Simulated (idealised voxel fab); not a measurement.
Process module, titled voxel fin reveal
Cross-section cut spans 215 nm and uses square cells 5 nm in size.
A cross-section is written here as square cells arranged in a grid, and it is given in bands from the top down, each band taking up one or more rows of cells.
Per band: top height and bottom height in nm, followed by the left-to-right materials and their widths in nm; "edge to edge" marks a single material spanning edge to edge, "air" marks empty space.
Below 0: as-received wafer, all one material; heights counted from there. Lowest band: no bottom, goes on down, written "from 0 down".
Width: "30 to 40" (first number = top row, second number = bottom row, same change from row to row of cells).
"no alteration" after a step means that no cell of the cross-section changed.
In the "Entrapped voids" entry, you get each enclosed empty space of 8 cells or more, one with no open way to the top, written width x height at distance, distance from the left edge, in nm.
Heads up: the bit after the settings on a step's line is the simulator's remark on that step.
"overlay nm" denotes, for a step that has a mask, the displacement of the mask to the right of its planned place, with negative values corresponding to the left.

Set out below are the planned steps of the process:
| 1 | RECEIVE (material Si) |
| 2 | CONFORMAL_DEP (material SiN; thk nm 5) |
| 3 | DIRECTIONAL_DEP (material aC; thk nm 15) |
| 4 | PATTERN (tone cover; mask id FINS; material resist; width nm 15; pitch nm 40; thk nm 35; overlay nm 0) |
| 5 | DIRECTIONAL_ETCH (etch materials aC; depth nm 15) |
| 6 | STRIP (etch materials resist) |
| 7 | DIRECTIONAL_ETCH (etch materials SiN; depth nm 5) |
| 8 | DIRECTIONAL_ETCH (etch materials Si; depth nm 40) |
| 9 | STRIP (etch materials aC) |
| 10 | OXIDIZE (depth nm 5) |
| 11 | FILL_DEP (material SiO2; thk nm 10) |
| 12 | CMP (height nm 5) |
| 13 | SELECTIVE_ETCH (etch materials SiO2; depth nm 15) |
| 14 | STRIP (etch materials SiN) |
| 15 | CONFORMAL_DEP (material HfO2; thk nm 5) |

First of two wafers, with the run carried out as planned:

Wafer cross-section on receipt, i.e. after step 1:
  from 0 down = Si edge to edge
  Entrapped voids: none

Cross-section of the wafer subsequent to step 2:
  from 5 to 0 = SiN edge to edge
  Beneath the level 0, the cross-section is identical to its previous state.

Cross-section of the wafer subsequent to step 3:
  from 20 to 5 = aC edge to edge
  Beneath the level 5, the cross-section is identical to its previous state.

Cross-section of the wafer subsequent to step 4:
  from 55 to 20 = air 60 nm  resist 15 nm  air 25 nm  resist 15 nm  air 25 nm  resist 15 nm  air 60 nm
  Beneath the level 20, the cross-section is identical to its previous state.

Cross-section of the wafer subsequent to step 5:
  from 40 to 20 = air 60 nm  resist 15 nm  air 25 nm  resist 15 nm  air 25 nm  resist 15 nm  air 60 nm
  from 20 to 5 = air 60 nm  aC 15 nm  air 25 nm  aC 15 nm  air 25 nm  aC 15 nm  air 60 nm
  Beneath the level 5, the cross-section is identical to its previous state.

Cross-section of the wafer subsequent to step 6:
  from 20 to 5 = air 60 nm  aC 15 nm  air 25 nm  aC 15 nm  air 25 nm  aC 15 nm  air 60 nm
  Beneath the level 5, the cross-section is identical to its previous state.

Cross-section of the wafer subsequent to step 7:
  from 20 to 5 = air 60 nm  aC 15 nm  air 25 nm  aC 15 nm  air 25 nm  aC 15 nm  air 60 nm
  from 5 to 0 = air 60 nm  SiN 15 nm  air 25 nm  SiN 15 nm  air 25 nm  SiN 15 nm  air 60 nm
  Beneath the level 0, the cross-section is identical to its previous state.

Cross-section of the wafer subsequent to step 8:
  from 20 to 5 = air 60 nm  aC 15 nm  air 25 nm  aC 15 nm  air 25 nm  aC 15 nm  air 60 nm
  from 5 to 0 = air 60 nm  SiN 15 nm  air 25 nm  SiN 15 nm  air 25 nm  SiN 15 nm  air 60 nm
  from 0 to -40 = air 60 nm  Si 15 nm  air 25 nm  Si 15 nm  air 25 nm  Si 15 nm  air 60 nm
  Beneath the level -40, the cross-section is identical to its previous state.

Cross-section of the wafer subsequent to step 9:
  from 5 to 0 = air 60 nm  SiN 15 nm  air 25 nm  SiN 15 nm  air 25 nm  SiN 15 nm  air 60 nm
  Beneath the level 0, the cross-section is identical to its previous state.

Cross-section of the wafer subsequent to step 10:
  from 5 to 0 = air 60 nm  SiN 15 nm  air 25 nm  SiN 15 nm  air 25 nm  SiN 15 nm  air 60 nm
  from 0 to -40 = air 60 nm  SiO2 5 nm  Si 5 nm  SiO2 5 nm  air 25 nm  SiO2 5 nm  Si 5 nm  SiO2 5 nm  air 25 nm  SiO2 5 nm  Si 5 nm  SiO2 5 nm  air 60 nm
  from -40 to -45 = SiO2 65 nm  Si 5 nm  SiO2 35 nm  Si 5 nm  SiO2 35 nm  Si 5 nm  SiO2 65 nm
  Beneath the level -45, the cross-section is identical to its previous state.

Cross-section of the wafer subsequent to step 11:
  from 15 to 5 = SiO2 edge to edge
  from 5 to 0 = SiO2 60 nm  SiN 15 nm  SiO2 25 nm  SiN 15 nm  SiO2 25 nm  SiN 15 nm  SiO2 60 nm
  from 0 to -45 = SiO2 65 nm  Si 5 nm  SiO2 35 nm  Si 5 nm  SiO2 35 nm  Si 5 nm  SiO2 65 nm
  Beneath the level -45, the cross-section is identical to its previous state.

Cross-section of the wafer subsequent to step 12:
  from 5 to 0 = SiO2 60 nm  SiN 15 nm  SiO2 25 nm  SiN 15 nm  SiO2 25 nm  SiN 15 nm  SiO2 60 nm
  Beneath the level 0, the cross-section is identical to its previous state.

Cross-section of the wafer subsequent to step 13:
  from 5 to 0 = air 60 nm  SiN 15 nm  air 25 nm  SiN 15 nm  air 25 nm  SiN 15 nm  air 60 nm
  from 0 to -10 = air 65 nm  Si 5 nm  air 35 nm  Si 5 nm  air 35 nm  Si 5 nm  air 65 nm
  Beneath the level -10, the cross-section is identical to its previous state.

Cross-section of the wafer subsequent to step 14:
  from 0 to -10 = air 65 nm  Si 5 nm  air 35 nm  Si 5 nm  air 35 nm  Si 5 nm  air 65 nm
  Beneath the level -10, the cross-section is identical to its previous state.

Cross-section of the wafer subsequent to step 15:
  from 5 to 0 = air 60 nm  HfO2 15 nm  air 25 nm  HfO2 15 nm  air 25 nm  HfO2 15 nm  air 60 nm
  from 0 to -5 = air 60 nm  HfO2 5 nm  Si 5 nm  HfO2 5 nm  air 25 nm  HfO2 5 nm  Si 5 nm  HfO2 5 nm  air 25 nm  HfO2 5 nm  Si 5 nm  HfO2 5 nm  air 60 nm
  from -5 to -10 = HfO2 65 nm  Si 5 nm  HfO2 35 nm  Si 5 nm  HfO2 35 nm  Si 5 nm  HfO2 65 nm
  Beneath the level -10, the cross-section is identical to its previous state.

The second wafer began exactly as the first did and followed the same plan, but one mistake was made while running it; through step 13 inclusive, the two wafers are identical:

Second wafer profile in section, at the moment step 14 of the plan was meant to be complete:
  from 5 to 0 = air 60 nm  SiN 15 nm  air 25 nm  SiN 15 nm  air 25 nm  SiN 15 nm  air 60 nm
  from 0 to -45 = air 65 nm  Si 5 nm  air 35 nm  Si 5 nm  air 35 nm  Si 5 nm  air 65 nm
  Beneath the level -45, the cross-section is identical to its previous state.

Second wafer profile in section, at the moment step 15 of the plan was meant to be complete:
  from 10 to 5 = air 55 nm  HfO2 25 nm  air 15 nm  HfO2 25 nm  air 15 nm  HfO2 25 nm  air 55 nm
  from 5 to 0 = air 55 nm  HfO2 5 nm  SiN 15 nm  HfO2 5 nm  air 15 nm  HfO2 5 nm  SiN 15 nm  HfO2 5 nm  air 15 nm  HfO2 5 nm  SiN 15 nm  HfO2 5 nm  air 55 nm
  from 0 to -5 = air 55 nm  HfO2 10 nm  Si 5 nm  HfO2 10 nm  air 15 nm  HfO2 10 nm  Si 5 nm  HfO2 10 nm  air 15 nm  HfO2 10 nm  Si 5 nm  HfO2 10 nm  air 55 nm
  from -5 to -40 = air 60 nm  HfO2 5 nm  Si 5 nm  HfO2 5 nm  air 25 nm  HfO2 5 nm  Si 5 nm  HfO2 5 nm  air 25 nm  HfO2 5 nm  Si 5 nm  HfO2 5 nm  air 60 nm
  from -40 to -45 = HfO2 65 nm  Si 5 nm  HfO2 35 nm  Si 5 nm  HfO2 35 nm  Si 5 nm  HfO2 65 nm
  Beneath the level -45, the cross-section is identical to its previous state.
Finding, execution versus plan: for step 14, the planned setting was not used; the step was instead run as STRIP (etch materials SiO2)
Cell-count delta at end, second wafer over first, by material: +60 HfO2; +9 SiN; -280 SiO2
